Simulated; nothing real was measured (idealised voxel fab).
You're looking at the process module voxel self aligned vias.
Section shown: cut. Width: 230 nm. Cell size: 5 nm, square.
A cross-section in this document is a grid of square cells, and it is written down as bands, the top band listed before the ones below it; a band is made up of one or more rows of cells.
Quick guide to a band line: top height, bottom height (nm) up front; then every material left to right with its width in nm. Only one material and it's marked "everywhere"? Then it fills the band edge to edge. And "empty" just means empty space.
Height datum 0, below which the as-received substrate wafer is one material. Lowest band open at the bottom, running downward: "0 down".
A two-number width, for instance "30 to 40", indicates that the width is equal to the first number in the top row of the band and to the second number in the bottom row, and that it changes by a constant amount per row of cells.
Any step labelled "nothing was modified" changed none of the cells in the cross-section.
This entry, "Enclosed empty spaces", enumerates those empty regions of no fewer than 8 cells that possess no open connection to the top. Each region is reported in the form width x height at distance, the distance being taken from the left edge, with all three quantities expressed in nm.
If you see something after the settings on a step's line, that's the simulator's own remark about that step.
The optional step-line setting "overlay nm" applies to steps with a mask and quantifies how far to the right of its planned location the mask lay, a negative value indicating leftward placement.
The process steps that were planned are listed below
- 1: RECEIVE,material Si
- 2: CONFORMAL_DEP,material SiO2,thk nm 10
- 3: CONFORMAL_DEP,material SiCN,thk nm 5
- 4: DIRECTIONAL_DEP,material SiO2,thk nm 30
- 5: DIRECTIONAL_DEP,material aC,thk nm 10
- 6: PATTERN,tone open,mask id LINES,material resist,width nm 20,pitch nm 55,thk nm 30,overlay nm 0
- 7: DIRECTIONAL_ETCH,etch materials aC,depth nm 10
- 8: STRIP,etch materials resist
- 9: DIRECTIONAL_ETCH,etch materials SiO2,depth nm 30
- 10: STRIP,etch materials aC
- 11: CONFORMAL_DEP,material TiN,thk nm 5
- 12: FILL_DEP,material Ru,thk nm 5
- 13: CMP,height nm 45
- 14: SELECTIVE_ETCH,etch materials W Ru TiN,depth nm 10
- 15: FILL_DEP,material SiN,thk nm 10
- 16: CMP,height nm 45
- 17: DIRECTIONAL_DEP,material SiO2,thk nm 20
- 18: PATTERN,tone open,mask id VIAS,material resist,width nm 40,pitch nm 110,thk nm 20,overlay nm 0
- 19: DIRECTIONAL_ETCH,etch materials SiO2,depth nm 20
- 20: DIRECTIONAL_ETCH,etch materials SiN,depth nm 10
- 21: STRIP,etch materials resist
- 22: CONFORMAL_DEP,material TiN,thk nm 5
- 23: FILL_DEP,material Cu,thk nm 10
- 24: CMP,height nm 65
- 25: CONFORMAL_DEP,material SiN,thk nm 5
Incoming wafer, cross-sectional view, post step 1
  0 down: Si everywhere
  Enclosed empty spaces: none
Module complete - cross-section of the first of two wafers, run according to plan
  70 to 65: SiN everywhere
  65 to 50: 40 nm SiO2 / 5 nm TiN / 30 nm Cu / 5 nm TiN / 70 nm SiO2 / 5 nm TiN / 30 nm Cu / 5 nm TiN / 40 nm SiO2
  50 to 45: 40 nm SiO2 / 15 nm TiN / 10 nm Cu / 15 nm TiN / 70 nm SiO2 / 15 nm TiN / 10 nm Cu / 15 nm TiN / 40 nm SiO2
  45 to 40: 50 nm SiO2 / 5 nm TiN / 10 nm Cu / 5 nm TiN / 35 nm SiO2 / 20 nm SiN / 35 nm SiO2 / 5 nm TiN / 10 nm Cu / 5 nm TiN / 50 nm SiO2
  40 to 35: 50 nm SiO2 / 20 nm TiN / 35 nm SiO2 / 20 nm SiN / 35 nm SiO2 / 20 nm TiN / 50 nm SiO2
  35 to 20: 50 nm SiO2 / 5 nm TiN / 10 nm Ru / 5 nm TiN / 35 nm SiO2 / 5 nm TiN / 10 nm Ru / 5 nm TiN / 35 nm SiO2 / 5 nm TiN / 10 nm Ru / 5 nm TiN / 50 nm SiO2
  20 to 15: 50 nm SiO2 / 20 nm TiN / 35 nm SiO2 / 20 nm TiN / 35 nm SiO2 / 20 nm TiN / 50 nm SiO2
  15 to 10: SiCN everywhere
  10 to 0: SiO2 everywhere
  0 down: Si everywhere
  Enclosed empty spaces: none
The second wafer, shown in cross-section after the module: started the same way as the first and given the same plan, yet one mistake crept into how it was run
  70 to 65: SiN everywhere
  65 to 45: 40 nm SiO2 / 5 nm TiN / 30 nm Cu / 5 nm TiN / 70 nm SiO2 / 5 nm TiN / 30 nm Cu / 5 nm TiN / 40 nm SiO2
  45 to 40: 40 nm SiN / 5 nm TiN / 30 nm Cu / 5 nm TiN / 70 nm SiN / 5 nm TiN / 30 nm Cu / 5 nm TiN / 40 nm SiN
  40 to 35: 40 nm SiN / 40 nm TiN / 70 nm SiN / 40 nm TiN / 40 nm SiN
  35 to 10: 50 nm SiO2 / 5 nm TiN / 10 nm Ru / 5 nm TiN / 35 nm SiO2 / 5 nm TiN / 10 nm Ru / 5 nm TiN / 35 nm SiO2 / 5 nm TiN / 10 nm Ru / 5 nm TiN / 50 nm SiO2
  10 to 5: 50 nm SiO2 / 20 nm TiN / 35 nm SiO2 / 20 nm TiN / 35 nm SiO2 / 20 nm TiN / 50 nm SiO2
  5 to 0: SiCN everywhere
  0 down: Si everywhere
  Enclosed empty spaces: none
Want to know what went wrong? execution of step 2 of the plan did not take place, the step having been omitted
Heads up, by the end the second wafer has more or fewer cells of some materials compared to the first: Cu: 16 more, Ru: 12 more, SiN: 52 more, SiO2: 92 fewer, TiN: 12 more
